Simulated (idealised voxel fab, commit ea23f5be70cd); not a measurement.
Module name: voxel released beams (process module)
Pictured: cross-section cut, 245 nm wide, on a grid of 5 nm square cells.
Cross-sections here: square-cell grids, written as top-down lists of bands, a band being one or more rows of cells. Band: top height; bottom height; in nm. Then, left to right: material with width in nm, for each material. "all across": a single material spanning edge to edge. "empty": empty space. The reference from which all heights are counted is 0, the level beneath which the as-received wafer is entirely one material; the lowest band, having no lower bound, proceeds downward and is written after the example "from 0 down". Width "30 to 40": first value at the band's top row of cells, second value at its bottom row, equal change from row to row. Where a step carries "no change", the cross-section came out of it unchanged, cell for cell. Closed empty spaces (no open way to the top) of 8 cells or more are what "Fully enclosed voids" lists, each as width x height at distance from the left edge, nm for all three. Step line, after settings: the simulator's comment on this step. When a step includes a mask, the "overlay nm" setting on its line states how far to the right of its planned place that mask lay, and negative values state how far to the left.
### Process steps - plan
| 1 | RECEIVE with material Si |
| 2 | CONFORMAL_DEP with material Al2O3, thk nm 5 |
| 3 | DIRECTIONAL_DEP with material SiO2, thk nm 15 |
| 4 | DIRECTIONAL_DEP with material aC, thk nm 10 |
| 5 | PATTERN with tone open, mask id ANCHOR, material resist, width nm 25, thk nm 30, overlay nm 0 |
| 6 | DIRECTIONAL_ETCH with etch materials aC, depth nm 10 |
| 7 | STRIP with etch materials resist |
| 8 | DIRECTIONAL_ETCH with etch materials SiO2, depth nm 15 |
| 9 | STRIP with etch materials aC |
| 10 | CONFORMAL_DEP with material polySi, thk nm 10 |
| 11 | DIRECTIONAL_DEP with material aC, thk nm 15 |
| 12 | PATTERN with tone cover, mask id BEAM, material resist, width nm 80, thk nm 30, overlay nm 0 |
| 13 | DIRECTIONAL_ETCH with etch materials aC, depth nm 15 |
| 14 | STRIP with etch materials resist |
| 15 | DIRECTIONAL_ETCH with etch materials polySi, depth nm 10 |
| 16 | STRIP with etch materials aC |
| 17 | STRIP with etch materials SiO2 |
### Concerning the first of two wafers, which was run in accordance with the plan
### As received (post step 1): cross-section
	from 0 down | Si all across
	Fully enclosed voids: none
### Cross-section of the wafer subsequent to step 2
	from 5 to 0 | Al2O3 all across
	Under 0: no change, same as before.
### Cross-section of the wafer subsequent to step 3
	from 20 to 5 | SiO2 all across
	Under 5: no change, same as before.
### Cross-section of the wafer subsequent to step 4
	from 30 to 20 | aC all across
	Under 20: no change, same as before.
### Cross-section of the wafer subsequent to step 5
	from 60 to 30 | resist: 85  empty: 25  resist: 135
	Under 30: no change, same as before.
### Cross-section of the wafer subsequent to step 6
	from 50 to 30 | resist: 85  empty: 25  resist: 135
	from 30 to 20 | aC: 85  empty: 25  aC: 135
	Under 20: no change, same as before.
### Cross-section of the wafer subsequent to step 7
	from 30 to 20 | aC: 85  empty: 25  aC: 135
	Under 20: no change, same as before.
### Cross-section of the wafer subsequent to step 8
	from 30 to 20 | aC: 85  empty: 25  aC: 135
	from 20 to 5 | SiO2: 85  empty: 25  SiO2: 135
	Under 5: no change, same as before.
### Cross-section of the wafer subsequent to step 9
	from 20 to 5 | SiO2: 85  empty: 25  SiO2: 135
	Under 5: no change, same as before.
### Cross-section of the wafer subsequent to step 10
	from 30 to 20 | polySi: 95  empty: 5  polySi: 145
	from 20 to 15 | SiO2: 85  polySi: 10  empty: 5  polySi: 10  SiO2: 135
	from 15 to 5 | SiO2: 85  polySi: 25  SiO2: 135
	Under 5: no change, same as before.
### Cross-section of the wafer subsequent to step 11
	from 45 to 30 | aC: 95  empty: 5  aC: 145
	from 30 to 20 | polySi: 95  aC: 5  polySi: 145
	from 20 to 15 | SiO2: 85  polySi: 10  aC: 5  polySi: 10  SiO2: 135
	Under 15: no change, same as before.
### Cross-section of the wafer subsequent to step 12
	from 75 to 45 | empty: 80  resist: 80  empty: 85
	from 45 to 30 | aC: 95  resist: 5  aC: 145
	Under 30: no change, same as before.
### Cross-section of the wafer subsequent to step 13
	from 60 to 45 | empty: 80  resist: 80  empty: 85
	from 45 to 30 | empty: 80  aC: 15  resist: 5  aC: 60  empty: 85
	Under 30: no change, same as before.
### Cross-section of the wafer subsequent to step 14
	from 45 to 30 | empty: 80  aC: 15  empty: 5  aC: 60  empty: 85
	Under 30: no change, same as before.
### Cross-section of the wafer subsequent to step 15
	from 45 to 30 | empty: 80  aC: 15  empty: 5  aC: 60  empty: 85
	from 30 to 20 | empty: 80  polySi: 15  aC: 5  polySi: 60  empty: 85
	Under 20: no change, same as before.
### Cross-section of the wafer subsequent to step 16
	from 30 to 20 | empty: 80  polySi: 15  empty: 5  polySi: 60  empty: 85
	from 20 to 15 | SiO2: 85  polySi: 10  empty: 5  polySi: 10  SiO2: 135
	Under 15: no change, same as before.
### Cross-section of the wafer subsequent to step 17
	from 30 to 20 | empty: 80  polySi: 15  empty: 5  polySi: 60  empty: 85
	from 20 to 15 | empty: 85  polySi: 10  empty: 5  polySi: 10  empty: 135
	from 15 to 5 | empty: 85  polySi: 25  empty: 135
	Under 5: no change, same as before.
### Companion wafer, the second of two: same beginning, same intended sequence, one mistake in carrying it out; through step 11 inclusive it tracks the first exactly
### Second wafer: cross-section at the scheduled end of step 12
	from 75 to 45 | empty: 75  resist: 80  empty: 90
	from 45 to 30 | aC: 95  resist: 5  aC: 145
	Under 30: no change, same as before.
### Second wafer: cross-section at the scheduled end of step 13
	from 60 to 45 | empty: 75  resist: 80  empty: 90
	from 45 to 30 | empty: 75  aC: 20  resist: 5  aC: 55  empty: 90
	Under 30: no change, same as before.
### Second wafer: cross-section at the scheduled end of step 14
	from 45 to 30 | empty: 75  aC: 20  empty: 5  aC: 55  empty: 90
	Under 30: no change, same as before.
### Second wafer: cross-section at the scheduled end of step 15
	from 45 to 30 | empty: 75  aC: 20  empty: 5  aC: 55  empty: 90
	from 30 to 20 | empty: 75  polySi: 20  aC: 5  polySi: 55  empty: 90
	Under 20: no change, same as before.
### Second wafer: cross-section at the scheduled end of step 16
	from 30 to 20 | empty: 75  polySi: 20  empty: 5  polySi: 55  empty: 90
	from 20 to 15 | SiO2: 85  polySi: 10  empty: 5  polySi: 10  SiO2: 135
	Under 15: no change, same as before.
### Second wafer: cross-section at the scheduled end of step 17
	from 30 to 20 | empty: 75  polySi: 20  empty: 5  polySi: 55  empty: 90
	from 20 to 15 | empty: 85  polySi: 10  empty: 5  polySi: 10  empty: 135
	from 15 to 5 | empty: 85  polySi: 25  empty: 135
	Under 5: no change, same as before.
So what did we get wrong on this run? off-plan run, step 12, actual operation and settings PATTERN with tone cover, mask id BEAM, material resist, width nm 80, thk nm 30, overlay nm -5
So at the finish, the second wafer's got exactly as many cells of each material as the first, just not in the same spots.
